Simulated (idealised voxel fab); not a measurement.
process module | voxel capacitor over wiring
cross-section cut | 220 nm wide | cells 5 nm
A cross-section is a grid of square cells, given in bands from the top down. A band is one or more rows of cells.
Each band's line starts with the height of the band's top and of its bottom, in nm. Then come its materials from left to right, each with its width in nm. One material with "throughout" fills the band from edge to edge. "air" is empty space.
Height 0 is the level under which the wafer as received is all one material. The lowest band goes on downwards, as in "0 down".
A width such as "30 to 40" changes by the same amount from each row of cells to the next, from the band's top row to its bottom row.
"no change" after a step means that no cell of the cross-section changed.
closed voids: empty space of 8 cells or more with no open way to the top, each as width x height at its distance from the left edge, in nm
after a step's settings: what the simulator itself notes on the step
overlay nm, on a step with a mask: how far to the right of its planned place the mask lay; to the left if negative
plan
1 op RECEIVE | material Si
2 op CONFORMAL_DEP | material SiO2 | thk nm 10
3 op CONFORMAL_DEP | material SiCN | thk nm 5
4 op DIRECTIONAL_DEP | material lowk | thk nm 15
5 op PATTERN | tone open | mask id METAL_1 | material resist | width nm 30 | pitch nm 85 | thk nm 15 | overlay nm 0
6 op DIRECTIONAL_ETCH | etch materials lowk | depth nm 15
7 op DIRECTIONAL_ETCH | etch materials SiCN | depth nm 5
8 op STRIP | etch materials resist
9 op CONFORMAL_DEP | material TiN | thk nm 5
10 op FILL_DEP | material W | thk nm 10
11 op CMP | height nm 30
12 op CONFORMAL_DEP | material SiCN | thk nm 5
13 op DIRECTIONAL_DEP | material lowk | thk nm 10
14 op DIRECTIONAL_DEP | material aC | thk nm 15
15 op PATTERN | tone open | mask id PLUG_1 | material resist | width nm 15 | thk nm 30 | overlay nm 0
16 op DIRECTIONAL_ETCH | etch materials aC | depth nm 15
17 op STRIP | etch materials resist
18 op DIRECTIONAL_ETCH | etch materials lowk | depth nm 10
19 op DIRECTIONAL_ETCH | etch materials SiCN | depth nm 5
20 op STRIP | etch materials aC
21 op EPI | material Ru | thk nm 10
22 op EPI | material Ru | thk nm 5
23 op DIRECTIONAL_DEP | material TiN | thk nm 5
24 op DIRECTIONAL_DEP | material Al2O3 | thk nm 5
25 op DIRECTIONAL_DEP | material TiN | thk nm 5
26 op PATTERN | tone cover | mask id UPPER_PLATE | material resist | width nm 60 | thk nm 20 | overlay nm 0
27 op DIRECTIONAL_ETCH | etch materials TiN | depth nm 5
28 op DIRECTIONAL_ETCH | etch materials Al2O3 | depth nm 5
29 op STRIP | etch materials resist
30 op DIRECTIONAL_DEP | material aC | thk nm 15
31 op PATTERN | tone cover | mask id LOWER_PLATE | material resist | width nm 70 | thk nm 30 | overlay nm 0
32 op DIRECTIONAL_ETCH | etch materials aC | depth nm 15
33 op STRIP | etch materials resist
34 op DIRECTIONAL_ETCH | etch materials TiN | depth nm 5
35 op STRIP | etch materials aC
36 op FILL_DEP | material SiO2 | thk nm 20
37 op CMP | height nm 75
38 op PATTERN | tone open | mask id PLUG_2 | material resist | width nm 15 | thk nm 15 | overlay nm 0
39 op DIRECTIONAL_ETCH | etch materials SiO2 | depth nm 15
40 op STRIP | etch materials resist
41 op CONFORMAL_DEP | material TiN | thk nm 5
42 op FILL_DEP | material Cu | thk nm 10
43 op CMP | height nm 75
44 op CONFORMAL_DEP | material SiN | thk nm 5
as received, after step 1
  0 down: Si throughout
  closed voids: none
first wafer at the end, as planned
  80 to 75: SiN throughout
  75 to 65: SiO2 75 | TiN 5 | Cu 5 | TiN 5 | SiO2 130
  65 to 55: SiO2 75 to 65 | TiN 15 to 60 | SiO2 130 to 95
  55 to 50: SiO2 65 | Al2O3 60 | SiO2 95
  50 to 45: SiO2 60 | TiN 70 | SiO2 90
  45 to 35: lowk 65 | Ru 15 | lowk 140
  35 to 30: SiCN 65 | Ru 15 | SiCN 140
  30 to 15: lowk 50 | TiN 5 | W 20 | TiN 5 | lowk 55 | TiN 5 | W 20 | TiN 5 | lowk 55
  15 to 10: SiCN 50 | TiN 30 | SiCN 55 | TiN 30 | SiCN 55
  10 to 0: SiO2 throughout
  0 down: Si throughout
  closed voids: none
second wafer at the end: like start, like plan, one mistake
  80 to 75: SiN throughout
  75 to 70: SiO2 75 | TiN 5 | Cu 5 | TiN 5 | SiO2 130
  70 to 65: SiO2 75 | TiN 15 | SiO2 130
  65 to 60: SiO2 65 | TiN 5 | SiO2 5 | TiN 50 | SiO2 95
  60 to 55: SiO2 65 | Al2O3 5 | TiN 5 | Al2O3 50 | SiO2 95
  55 to 50: Ru 70 | Al2O3 5 | Ru 145
  50 to 45: TiN 65 | Ru 15 | TiN 140
  45 to 40: lowk 65 | TiN 15 | lowk 140
  40 to 35: lowk 65 | Ru 15 | lowk 140
  35 to 30: SiCN 65 | Ru 15 | SiCN 140
  30 to 15: lowk 50 | TiN 5 | W 20 | TiN 5 | lowk 55 | TiN 5 | W 20 | TiN 5 | lowk 55
  15 to 10: SiCN 50 | TiN 30 | SiCN 55 | TiN 30 | SiCN 55
  10 to 0: SiO2 throughout
  0 down: Si throughout
  closed voids: none
what went wrong: steps 22 and 23 were swapped
at the end the second wafer has, in cells: 1 fewer of Cu | 43 more of Ru | 70 fewer of SiO2 | 28 more of TiN
